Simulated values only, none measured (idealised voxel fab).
process module | voxel air gaps
cross-section cut | 165 nm wide | cells 5 nm
A cross-section is a grid of square cells, given in bands from the top down. A band is one or more rows of cells.
Each band's line starts with the height of the band's top and of its bottom, in nm. Then come its materials from left to right, each with its width in nm. One material with "throughout" fills the band from edge to edge. "air" is empty space.
Height 0 is the level under which the wafer as received is all one material. The lowest band goes on downwards, as in "0 down".
A width such as "30 to 40" changes by the same amount from each row of cells to the next, from the band's top row to its bottom row.
"no change" after a step means that no cell of the cross-section changed.
closed voids: empty space of 8 cells or more with no open way to the top, each as width x height at its distance from the left edge, in nm
after a step's settings: what the simulator itself notes on the step
overlay nm, on a step with a mask: how far to the right of its planned place the mask lay; to the left if negative
plan
1 op RECEIVE | material Si
2 op CONFORMAL_DEP | material SiO2 | thk nm 15
3 op CONFORMAL_DEP | material SiCN | thk nm 5
4 op DIRECTIONAL_DEP | material SiO2 | thk nm 35
5 op MASKED_ETCH | tone open | mask id LINES | width nm 20 | pitch nm 45 | etch materials SiO2 | depth nm 35 | overlay nm 0
6 op CONFORMAL_DEP | material TiN | thk nm 5
7 op FILL_DEP | material Cu | thk nm 5
8 op CMP | height nm 55
9 op EPI | material Ru | thk nm 10
10 op SELECTIVE_ETCH | etch materials SiO2 | depth nm 45
11 op CONFORMAL_DEP | material SiCN | thk nm 5
as received, after step 1
  0 down: Si throughout
  closed voids: none
first wafer at the end, as planned
  70 to 65: air 10 | SiCN 140 | air 15
  65 to 55: air 10 | SiCN 5 | Ru 40 | SiCN 5 | Ru 40 | SiCN 5 | Ru 40 | SiCN 5 | air 15
  55 to 50: air 10 | SiCN 15 | TiN 5 | Cu 10 | TiN 5 | SiCN 25 | TiN 5 | Cu 10 | TiN 5 | SiCN 25 | TiN 5 | Cu 10 | TiN 5 | SiCN 15 | air 15
  50 to 25: air 20 | SiCN 5 | TiN 5 | Cu 10 | TiN 5 | SiCN 5 | air 15 | SiCN 5 | TiN 5 | Cu 10 | TiN 5 | SiCN 5 | air 15 | SiCN 5 | TiN 5 | Cu 10 | TiN 5 | SiCN 5 | air 25
  25 to 20: SiCN 25 | TiN 20 | SiCN 25 | TiN 20 | SiCN 25 | TiN 20 | SiCN 30
  20 to 15: SiCN throughout
  15 to 0: SiO2 throughout
  0 down: Si throughout
  closed voids: 15 x 25 at 50; 15 x 25 at 95
second wafer at the end: like start, like plan, one mistake
  70 to 65: air 10 | SiCN 140 | air 15
  65 to 55: air 10 | SiCN 5 | Ru 40 | SiCN 5 | Ru 40 | SiCN 5 | Ru 40 | SiCN 5 | air 15
  55 to 50: air 10 | SiCN 15 | TiN 5 | Cu 10 | TiN 5 | SiCN 25 | TiN 5 | Cu 10 | TiN 5 | SiCN 25 | TiN 5 | Cu 10 | TiN 5 | SiCN 15 | air 15
  50 to 25: air 20 | SiCN 5 | TiN 5 | Cu 10 | TiN 5 | SiCN 5 | air 15 | SiCN 5 | TiN 5 | Cu 10 | TiN 5 | SiCN 5 | air 15 | SiCN 5 | TiN 5 | Cu 10 | TiN 5 | SiCN 5 | air 25
  25 to 20: SiCN 25 | TiN 20 | SiCN 25 | TiN 20 | SiCN 25 | TiN 20 | SiCN 30
  20 to 15: SiCN throughout
  15 to 0: TiN throughout
  0 down: Si throughout
  closed voids: 15 x 25 at 50; 15 x 25 at 95
what went wrong: step 2 ran as: op CONFORMAL_DEP | material TiN | thk nm 15
at the end the second wafer has, in cells: 99 fewer of SiO2 | 99 more of TiN
